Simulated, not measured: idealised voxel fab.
voxel released beams: a process module
Section shown: cut. Width: 215 nm. Cell size: 5 nm, square.
Cross-section layout: square cells on a grid; listed as bands, top to bottom; a band spans one or more cell rows. Each band's line starts with the height of the band's top and of its bottom, in nm. Then come its materials from left to right, each with its width in nm. One material with "throughout" fills the band from edge to edge. "empty" is empty space. Below 0: as-received wafer, all one material; heights counted from there. Lowest band: no bottom, goes on down, written "z 0 and below". A width such as "30->40" changes by the same amount from each row of cells to the next, from the band's top row to its bottom row. "remained unchanged" means the step left every cell of the cross-section as it was. "Fully sealed voids" specifies each empty space that is not open to the top and that occupies no fewer than 8 cells, using the form width x height at distance, the distance measured from the left edge and all three quantities in nm. Where a step's line continues beyond its settings, the continuation is a remark by the simulator itself on that step. When a step includes a mask, the "overlay nm" setting on its line states how far to the right of its planned place that mask lay, and negative values state how far to the left.
Listed below are the process steps as planned:
1: RECEIVE,material Si
2: CONFORMAL_DEP,material Al2O3,thk nm 5
3: DIRECTIONAL_DEP,material SiO2,thk nm 15
4: DIRECTIONAL_DEP,material aC,thk nm 15
5: PATTERN,tone open,mask id ANCHOR,material resist,width nm 35,thk nm 35,overlay nm 0
6: DIRECTIONAL_ETCH,etch materials aC,depth nm 15
7: STRIP,etch materials resist
8: DIRECTIONAL_ETCH,etch materials SiO2,depth nm 15
9: STRIP,etch materials aC
10: CONFORMAL_DEP,material SiN,thk nm 15
11: PATTERN,tone cover,mask id BEAM,material resist,width nm 95,thk nm 15,overlay nm 0
12: DIRECTIONAL_ETCH,etch materials SiN,depth nm 15
13: STRIP,etch materials resist
14: STRIP,etch materials SiO2
Concerning the first of two wafers, which was run in accordance with the plan:
As received, after step 1:
* z 0 and below | Si throughout
* Fully sealed voids: none
Cross-section of the wafer subsequent to step 2:
* z 5 to 0 | Al2O3 throughout
* Below 0 it's all the same as before, nothing changed down there.
Cross-section of the wafer subsequent to step 3:
* z 20 to 5 | SiO2 throughout
* Below 5 it's all the same as before, nothing changed down there.
Cross-section of the wafer subsequent to step 4:
* z 35 to 20 | aC throughout
* Below 20 it's all the same as before, nothing changed down there.
Cross-section of the wafer subsequent to step 5:
* z 70 to 35 | 60 resist, 35 empty, 120 resist
* Below 35 it's all the same as before, nothing changed down there.
Cross-section of the wafer subsequent to step 6:
* z 55 to 35 | 60 resist, 35 empty, 120 resist
* z 35 to 20 | 60 aC, 35 empty, 120 aC
* Below 20 it's all the same as before, nothing changed down there.
Cross-section of the wafer subsequent to step 7:
* z 35 to 20 | 60 aC, 35 empty, 120 aC
* Below 20 it's all the same as before, nothing changed down there.
Cross-section of the wafer subsequent to step 8:
* z 35 to 20 | 60 aC, 35 empty, 120 aC
* z 20 to 5 | 60 SiO2, 35 empty, 120 SiO2
* Below 5 it's all the same as before, nothing changed down there.
Cross-section of the wafer subsequent to step 9:
* z 20 to 5 | 60 SiO2, 35 empty, 120 SiO2
* Below 5 it's all the same as before, nothing changed down there.
Cross-section of the wafer subsequent to step 10:
* z 35 to 20 | 75 SiN, 5 empty, 135 SiN
* z 20 to 5 | 60 SiO2, 35 SiN, 120 SiO2
* Below 5 it's all the same as before, nothing changed down there.
Cross-section of the wafer subsequent to step 11:
* z 50 to 35 | 55 empty, 95 resist, 65 empty
* z 35 to 20 | 75 SiN, 5 resist, 135 SiN
* Below 20 it's all the same as before, nothing changed down there.
Cross-section of the wafer subsequent to step 12:
* z 50 to 35 | 55 empty, 95 resist, 65 empty
* z 35 to 20 | 55 empty, 20 SiN, 5 resist, 70 SiN, 65 empty
* Below 20 it's all the same as before, nothing changed down there.
Cross-section of the wafer subsequent to step 13:
* z 35 to 20 | 55 empty, 20 SiN, 5 empty, 70 SiN, 65 empty
* Below 20 it's all the same as before, nothing changed down there.
Cross-section of the wafer subsequent to step 14:
* z 35 to 20 | 55 empty, 20 SiN, 5 empty, 70 SiN, 65 empty
* z 20 to 5 | 60 empty, 35 SiN, 120 empty
* Below 5 it's all the same as before, nothing changed down there.
The second wafer was prepared from the same starting point and under the same plan as the first; its processing contained one mistake, and it remains indistinguishable from the first wafer up to and including step 4:
What the second wafer looks like in cross-section when step 5 should have wrapped up:
* z 70 to 35 | 60 resist, 40 empty, 115 resist
* Below 35 it's all the same as before, nothing changed down there.
What the second wafer looks like in cross-section when step 6 should have wrapped up:
* z 55 to 35 | 60 resist, 40 empty, 115 resist
* z 35 to 20 | 60 aC, 40 empty, 115 aC
* Below 20 it's all the same as before, nothing changed down there.
What the second wafer looks like in cross-section when step 7 should have wrapped up:
* z 35 to 20 | 60 aC, 40 empty, 115 aC
* Below 20 it's all the same as before, nothing changed down there.
What the second wafer looks like in cross-section when step 8 should have wrapped up:
* z 35 to 20 | 60 aC, 40 empty, 115 aC
* z 20 to 5 | 60 SiO2, 40 empty, 115 SiO2
* Below 5 it's all the same as before, nothing changed down there.
What the second wafer looks like in cross-section when step 9 should have wrapped up:
* z 20 to 5 | 60 SiO2, 40 empty, 115 SiO2
* Below 5 it's all the same as before, nothing changed down there.
What the second wafer looks like in cross-section when step 10 should have wrapped up:
* z 35 to 20 | 75 SiN, 10 empty, 130 SiN
* z 20 to 5 | 60 SiO2, 40 SiN, 115 SiO2
* Below 5 it's all the same as before, nothing changed down there.
What the second wafer looks like in cross-section when step 11 should have wrapped up:
* z 50 to 35 | 55 empty, 95 resist, 65 empty
* z 35 to 20 | 75 SiN, 10 resist, 130 SiN
* Below 20 it's all the same as before, nothing changed down there.
What the second wafer looks like in cross-section when step 12 should have wrapped up:
* z 50 to 35 | 55 empty, 95 resist, 65 empty
* z 35 to 20 | 55 empty, 20 SiN, 10 resist, 65 SiN, 65 empty
* Below 20 it's all the same as before, nothing changed down there.
What the second wafer looks like in cross-section when step 13 should have wrapped up:
* z 35 to 20 | 55 empty, 20 SiN, 10 empty, 65 SiN, 65 empty
* Below 20 it's all the same as before, nothing changed down there.
What the second wafer looks like in cross-section when step 14 should have wrapped up:
* z 35 to 20 | 55 empty, 20 SiN, 10 empty, 65 SiN, 65 empty
* z 20 to 5 | 60 empty, 40 SiN, 115 empty
* Below 5 it's all the same as before, nothing changed down there.
Short version of what went wrong: note that step 5 departed from the planned setting and was carried out as PATTERN,tone open,mask id ANCHOR,material resist,width nm 40,thk nm 35,overlay nm 0
When the process is done, the second wafer contains the same cell count of every material as the first wafer, but distributed over other locations.
